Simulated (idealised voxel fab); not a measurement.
Herein follows the process module entitled voxel lift off.
The cross-section on display is named cut; it measures 300 nm wide, and its cells are 5 nm squares.
Each cross-section below is a grid of square cells, stated as bands in top-down order, with one or more rows of cells making up each band. Band: top and bottom heights (nm) first, top before bottom; then materials from left to right, widths in nm. "all across" marks a sole material filling the band edge to edge. "empty" denotes empty space. Height reference: 0 = level under which incoming wafer is all one material. Lowest band: no bottom, runs on downward, e.g. "top 0, no bottom". Graded width ("30..40"): value in top row of band = first number; value in bottom row = second number; row-to-row change constant. Reading "nothing changed" for a step: not a cell of the cross-section changed in it. So "Sealed void inventory" is basically the list of trapped voids: any empty space of 8 cells or more that can't reach the top through an opening. They're written width x height at distance, the distance being from the left edge, and it's all nm. Post-settings text on a step line: simulator's own remark regarding the step. overlay nm, on a step with a mask: how far to the right of its planned place the mask lay; to the left if negative.
Plan
| 1 | RECEIVE, material Si |
| 2 | CONFORMAL_DEP, material Al2O3, thk nm 5 |
| 3 | PATTERN, tone open, mask id LINES, material resist, width nm 20, pitch nm 35, thk nm 30, overlay nm 0 |
| 4 | DIRECTIONAL_DEP, material Ru, thk nm 15 |
| 5 | STRIP, etch materials resist |
| 6 | CONFORMAL_DEP, material SiCN, thk nm 10 |
Variable across wafers: step 2 thk nm (plan value is that of the first wafer; starting state common to all).
First of several wafers (as received, post step 1), cross-sectional view
  top 0, no bottom = Si all across
  Sealed void inventory: none
The figure below presents a cross-section of the first of several wafers at the conclusion of the module, following its last step, step 6
  top 30, bottom 20 = 110 of empty; 75 of SiCN; 115 of empty
  top 20, bottom 15 = 110 of empty; 10 of SiCN; 20 of Ru; 15 of SiCN; 20 of Ru; 10 of SiCN; 115 of empty
  top 15, bottom 5 = 120 of SiCN; 20 of Ru; 15 of SiCN; 20 of Ru; 125 of SiCN
  top 5, bottom 0 = Al2O3 all across
  top 0, no bottom = Si all across
  Sealed void inventory: none
Sectional view of the last wafer upon completion of the module
  top 50, bottom 40 = 110 of empty; 75 of SiCN; 115 of empty
  top 40, bottom 35 = 110 of empty; 10 of SiCN; 20 of Ru; 15 of SiCN; 20 of Ru; 10 of SiCN; 115 of empty
  top 35, bottom 25 = 120 of SiCN; 20 of Ru; 15 of SiCN; 20 of Ru; 125 of SiCN
  top 25, bottom 0 = Al2O3 all across
  top 0, no bottom = Si all across
  Sealed void inventory: none
The following table contains a row per wafer, in which are reported, at the conclusion of the module, the cells of each material gained (+) or lost (-) since the wafer's receipt, with its closed voids given thereafter
thk nm 5; +60 Al2O3; +24 Ru; +141 SiCN; Sealed void inventory: none
thk nm 10; +120 Al2O3; +24 Ru; +141 SiCN; Sealed void inventory: none
thk nm 15; +180 Al2O3; +24 Ru; +141 SiCN; Sealed void inventory: none
thk nm 20; +240 Al2O3; +24 Ru; +141 SiCN; Sealed void inventory: none
thk nm 25; +300 Al2O3; +24 Ru; +141 SiCN; Sealed void inventory: none
